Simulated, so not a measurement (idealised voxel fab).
Process module in this document: voxel transistor to metal
This is section cut - it's 285 nm across, gridded in 5 nm square cells.
A cross-section is a grid of square cells, given in bands from the top down. A band is one or more rows of cells.
Look at the band entry: it leads with the top's height and the bottom's height in nm. Then it lists the materials left to right, with a width in nm for each. The word "everywhere" on a single material says that material fills the band edge to edge. The word "blank" is empty space.
We count height from 0. Below that, the starting wafer is all one material. The lowest band never ends at the bottom but goes on down; see "0 down" for how that is written.
Width: "30..40" (first number = top row, second number = bottom row, same change from row to row of cells).
You'll sometimes find "remains unaltered" written for a step, and that's the way of saying that nowhere in the cross-section did a cell change during that step.
Empty spaces counting at least 8 cells and having no open way to the top are listed in "Trapped void list". The notation width x height at distance is used for each, the distance being from the left edge and all three values in nm.
Text after the settings on a step's line: the simulator's own remark on that step.
On any step carrying a mask, the "overlay nm" setting, if present on the step's line, tells how far right of its planned place the mask lay; negative values point to the left.

This section lists the process steps that were planned
1) RECEIVE [material Si]
2) OXIDIZE [depth nm 5]
3) CONFORMAL_DEP [material SiN] [thk nm 10]
4) PATTERN [tone cover] [mask id ACTIVE] [material resist] [width nm 100] [pitch nm 125] [thk nm 20] [overlay nm 0]
5) DIRECTIONAL_ETCH [etch materials SiN] [depth nm 10]
6) DIRECTIONAL_ETCH [etch materials SiO2] [depth nm 5]
7) DIRECTIONAL_ETCH [etch materials Si] [depth nm 25]
8) STRIP [etch materials resist]
9) FILL_DEP [material SiO2] [thk nm 10]
10) CMP [height nm 10]
11) SELECTIVE_ETCH [etch materials SiO2] [depth nm 5]
12) STRIP [etch materials SiN]
13) SELECTIVE_ETCH [etch materials SiO2] [depth nm 5]
14) OXIDIZE [depth nm 5]
15) DIRECTIONAL_DEP [material polySi] [thk nm 25]
16) DIRECTIONAL_DEP [material SiCN] [thk nm 10]
17) DIRECTIONAL_DEP [material aC] [thk nm 10]
18) PATTERN [tone cover] [mask id GATE] [material resist] [width nm 20] [pitch nm 125] [thk nm 30] [overlay nm 0]
19) DIRECTIONAL_ETCH [etch materials aC] [depth nm 10]
20) STRIP [etch materials resist]
21) DIRECTIONAL_ETCH [etch materials SiCN] [depth nm 20]
22) DIRECTIONAL_ETCH [etch materials polySi] [depth nm 35]
23) STRIP [etch materials aC]
24) CONFORMAL_DEP [material SiN] [thk nm 10]
25) DIRECTIONAL_ETCH [etch materials SiN] [depth nm 10]
26) DIRECTIONAL_ETCH [etch materials SiO2] [depth nm 5]
27) EPI [material SiGe] [thk nm 5]
28) FILL_DEP [material SiO2] [thk nm 10]
29) CMP [height nm 30]
30) DIRECTIONAL_DEP [material SiO2] [thk nm 15]
31) MASKED_ETCH [tone open] [mask id CONTACT] [width nm 30] [etch materials SiO2] [depth nm 50] [overlay nm 0]
32) CONFORMAL_DEP [material TiN] [thk nm 5]
33) FILL_DEP [material W] [thk nm 10]
34) CMP [height nm 45]
35) CONFORMAL_DEP [material SiCN] [thk nm 5]
36) DIRECTIONAL_DEP [material lowk] [thk nm 25]
37) MASKED_ETCH [tone open] [mask id METAL_1] [width nm 15] [etch materials lowk] [depth nm 25] [overlay nm 0]
38) MASKED_ETCH [tone open] [mask id METAL_1] [width nm 15] [etch materials SiCN] [depth nm 5] [overlay nm 0]
39) CONFORMAL_DEP [material TiN] [thk nm 5]
40) FILL_DEP [material Ru] [thk nm 10]
41) CMP [height nm 75]
42) EPI [material Ru] [thk nm 5]
43) FILL_DEP [material SiCN] [thk nm 5]

This is the cross-section of the wafer as we received it, i.e. after step 1
	0 down  Si everywhere
	Trapped void list: none

Starting wafer: above. Plan: above. Run: one mistake. Cross-section after the module: below
	85 to 80  SiCN everywhere
	80 to 75  SiCN=30  Ru=25  SiCN=50  Ru=25  SiCN=25  Ru=25  SiCN=50  Ru=25  SiCN=30
	75 to 55  lowk=35  TiN=5  Ru=5  TiN=5  lowk=60  TiN=5  Ru=5  TiN=5  lowk=35  TiN=5  Ru=5  TiN=5  lowk=60  TiN=5  Ru=5  TiN=5  lowk=35
	55 to 50  lowk=35  TiN=15  lowk=60  TiN=15  lowk=35  TiN=15  lowk=60  TiN=15  lowk=35
	50 to 45  SiO2 everywhere
	45 to 35  SiO2=35  TiN=5  W=20  TiN=5  SiO2=30  TiN=5  W=20  TiN=5  SiO2=35  TiN=5  W=20  TiN=5  SiO2=30  TiN=5  W=20  TiN=5  SiO2=35
	35 to 30  SiO2=35  TiN=5  W=15  TiN=10  SiO2=30  TiN=10  W=15  TiN=5  SiO2=35  TiN=5  W=15  TiN=10  SiO2=30  TiN=10  W=15  TiN=5  SiO2=35
	30 to 20  SiO2=35  TiN=5  W=15  TiN=5  SiN=10  SiCN=20  SiN=10  TiN=5  W=15  TiN=5  SiO2=35  TiN=5  W=15  TiN=5  SiN=10  SiCN=20  SiN=10  TiN=5  W=15  TiN=5  SiO2=35
	20 to 0  SiO2=35  TiN=5  W=15  TiN=5  SiN=10  polySi=20  SiN=10  TiN=5  W=15  TiN=5  SiO2=35  TiN=5  W=15  TiN=5  SiN=10  polySi=20  SiN=10  TiN=5  W=15  TiN=5  SiO2=35
	0 to -5  SiO2=25  SiN=10  TiN=25  SiN=10  polySi=20  SiN=10  TiN=25  SiN=10  SiO2=15  SiN=10  TiN=25  SiN=10  polySi=20  SiN=10  TiN=25  SiN=10  SiO2=25
	-5 to -10  SiO2=35  SiGe=25  SiO2=40  SiGe=25  SiO2=35  SiGe=25  SiO2=40  SiGe=25  SiO2=35
	-10 to -30  SiO2=30  Si=100  SiO2=25  Si=100  SiO2=30
	-30 down  Si everywhere
	Trapped void list: none
Where did the run depart from the plan? step 35 ran differently from the plan; actual operation with settings: CONFORMAL_DEP [material SiO2] [thk nm 5]
